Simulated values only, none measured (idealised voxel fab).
process module | voxel capacitor over wiring
cross-section cut | 295 nm wide | cells 5 nm
A cross-section is a grid of square cells, given in bands from the top down. A band is one or more rows of cells.
Each band's line starts with the height of the band's top and of its bottom, in nm. Then come its materials from left to right, each with its width in nm. One material with "throughout" fills the band from edge to edge. "air" is empty space.
Height 0 is the level under which the wafer as received is all one material. The lowest band goes on downwards, as in "0 down".
A width such as "30 to 40" changes by the same amount from each row of cells to the next, from the band's top row to its bottom row.
"no change" after a step means that no cell of the cross-section changed.
closed voids: empty space of 8 cells or more with no open way to the top, each as width x height at its distance from the left edge, in nm
after a step's settings: what the simulator itself notes on the step
overlay nm, on a step with a mask: how far to the right of its planned place the mask lay; to the left if negative
plan
1 op RECEIVE | material Si
2 op CONFORMAL_DEP | material SiO2 | thk nm 10
3 op CONFORMAL_DEP | material SiN | thk nm 5
4 op DIRECTIONAL_DEP | material lowk | thk nm 25
5 op MASKED_ETCH | tone open | mask id METAL_1 | width nm 20 | pitch nm 85 | etch materials lowk | depth nm 25 | overlay nm -15
6 op MASKED_ETCH | tone open | mask id METAL_1 | width nm 20 | pitch nm 85 | etch materials SiN | depth nm 5 | overlay nm 0
7 op CONFORMAL_DEP | material TiN | thk nm 5
8 op FILL_DEP | material Cu | thk nm 5
9 op CMP | height nm 40
10 op CONFORMAL_DEP | material SiCN | thk nm 5
11 op DIRECTIONAL_DEP | material lowk | thk nm 10
12 op MASKED_ETCH | tone open | mask id PLUG_1 | width nm 15 | etch materials lowk | depth nm 10 | overlay nm 0
13 op MASKED_ETCH | tone open | mask id PLUG_1 | width nm 15 | etch materials SiCN | depth nm 5 | overlay nm 0
14 op EPI | material Ru | thk nm 10
15 op EPI | material Ru | thk nm 5
16 op DIRECTIONAL_DEP | material TiN | thk nm 10
17 op DIRECTIONAL_DEP | material SiN | thk nm 5
18 op DIRECTIONAL_DEP | material TiN | thk nm 5
19 op DIRECTIONAL_DEP | material aC | thk nm 15
20 op PATTERN | tone cover | mask id UPPER_PLATE | material resist | width nm 70 | thk nm 30 | overlay nm 0
21 op DIRECTIONAL_ETCH | etch materials aC | depth nm 15
22 op STRIP | etch materials resist
23 op DIRECTIONAL_ETCH | etch materials TiN | depth nm 5
24 op DIRECTIONAL_ETCH | etch materials SiN | depth nm 5
25 op STRIP | etch materials aC
26 op DIRECTIONAL_DEP | material aC | thk nm 15
27 op PATTERN | tone cover | mask id LOWER_PLATE | material resist | width nm 80 | thk nm 30 | overlay nm 0
28 op DIRECTIONAL_ETCH | etch materials aC | depth nm 15
29 op STRIP | etch materials resist
30 op DIRECTIONAL_ETCH | etch materials TiN | depth nm 10
31 op STRIP | etch materials aC
32 op FILL_DEP | material SiO2 | thk nm 15
33 op CMP | height nm 85
34 op PATTERN | tone open | mask id PLUG_2 | material resist | width nm 15 | thk nm 15 | overlay nm 0
35 op DIRECTIONAL_ETCH | etch materials SiO2 | depth nm 10
36 op STRIP | etch materials resist
37 op CONFORMAL_DEP | material TiN | thk nm 5
38 op FILL_DEP | material W | thk nm 5
39 op CMP | height nm 85
40 op CONFORMAL_DEP | material SiCN | thk nm 5
varied across the wafers: overlay nm of step 5. The plan shows the first wafer's value. All wafers start alike
first wafer as received, after step 1
  0 down: Si throughout
  closed voids: none
first wafer at the end, after step 40
  90 to 85: SiCN throughout
  85 to 80: SiO2 110 | TiN 5 | W 5 | TiN 5 | SiO2 170
  80 to 70: SiO2 110 to 115 | TiN 15 to 55 | SiO2 170 to 125
  70 to 65: SiO2 115 | SiN 55 | SiO2 125
  65 to 60: SiO2 95 | TiN 5 | SiO2 15 | TiN 60 | SiO2 120
  60 to 55: SiO2 95 | TiN 80 | SiO2 120
  55 to 50: lowk 100 | SiN 15 | lowk 180
  50 to 45: lowk 100 | TiN 15 | lowk 180
  45 to 40: SiCN 100 | TiN 15 | SiCN 180
  40 to 20: lowk 80 | TiN 5 | Cu 10 | TiN 5 | lowk 65 | TiN 5 | Cu 10 | TiN 5 | lowk 110
  20 to 15: lowk 80 | TiN 20 | lowk 65 | TiN 20 | lowk 110
  15 to 10: SiN 95 | TiN 5 | SiN 80 | TiN 5 | SiN 110
  10 to 0: SiO2 throughout
  0 down: Si throughout
  closed voids: none
last wafer at the end
  90 to 85: SiCN throughout
  85 to 80: SiO2 110 | TiN 5 | W 5 | TiN 5 | SiO2 170
  80 to 70: SiO2 110 to 100 | TiN 15 to 70 | SiO2 170 to 125
  70 to 65: SiO2 100 | SiN 70 | SiO2 125
  65 to 55: SiO2 95 | TiN 80 | SiO2 120
  55 to 45: lowk 100 | Ru 15 | lowk 180
  45 to 40: SiCN 100 | Ru 15 | SiCN 180
  40 to 20: lowk 110 | TiN 5 | Cu 10 | TiN 5 | lowk 65 | TiN 5 | Cu 10 | TiN 5 | lowk 80
  20 to 15: lowk 110 | TiN 20 | lowk 65 | TiN 20 | lowk 80
  15 to 10: SiN 110 | TiN 5 | SiN 80 | TiN 5 | SiN 95
  10 to 0: SiO2 throughout
  0 down: Si throughout
  closed voids: none
each wafer at the end: cells of each material gained (+) or lost (-) since it was received, then its closed voids
overlay nm -15 | +16 Cu | +115 SiCN | +71 SiN | +415 SiO2 | +77 TiN | +1 W | +367 lowk | closed voids: none
overlay nm -10 | +16 Cu | +9 Ru | +115 SiCN | +69 SiN | +406 SiO2 | +79 TiN | +1 W | +367 lowk | closed voids: none
overlay nm -5 | +18 Cu | +9 Ru | +115 SiCN | +67 SiN | +406 SiO2 | +79 TiN | +1 W | +367 lowk | closed voids: none
overlay nm 0 | +20 Cu | +9 Ru | +115 SiCN | +65 SiN | +406 SiO2 | +79 TiN | +1 W | +367 lowk | closed voids: none
overlay nm 5 | +18 Cu | +9 Ru | +115 SiCN | +67 SiN | +406 SiO2 | +79 TiN | +1 W | +367 lowk | closed voids: none
overlay nm 10 | +16 Cu | +9 Ru | +115 SiCN | +69 SiN | +406 SiO2 | +79 TiN | +1 W | +367 lowk | closed voids: none
overlay nm 15 | +16 Cu | +9 Ru | +115 SiCN | +71 SiN | +406 SiO2 | +77 TiN | +1 W | +367 lowk | closed voids: none
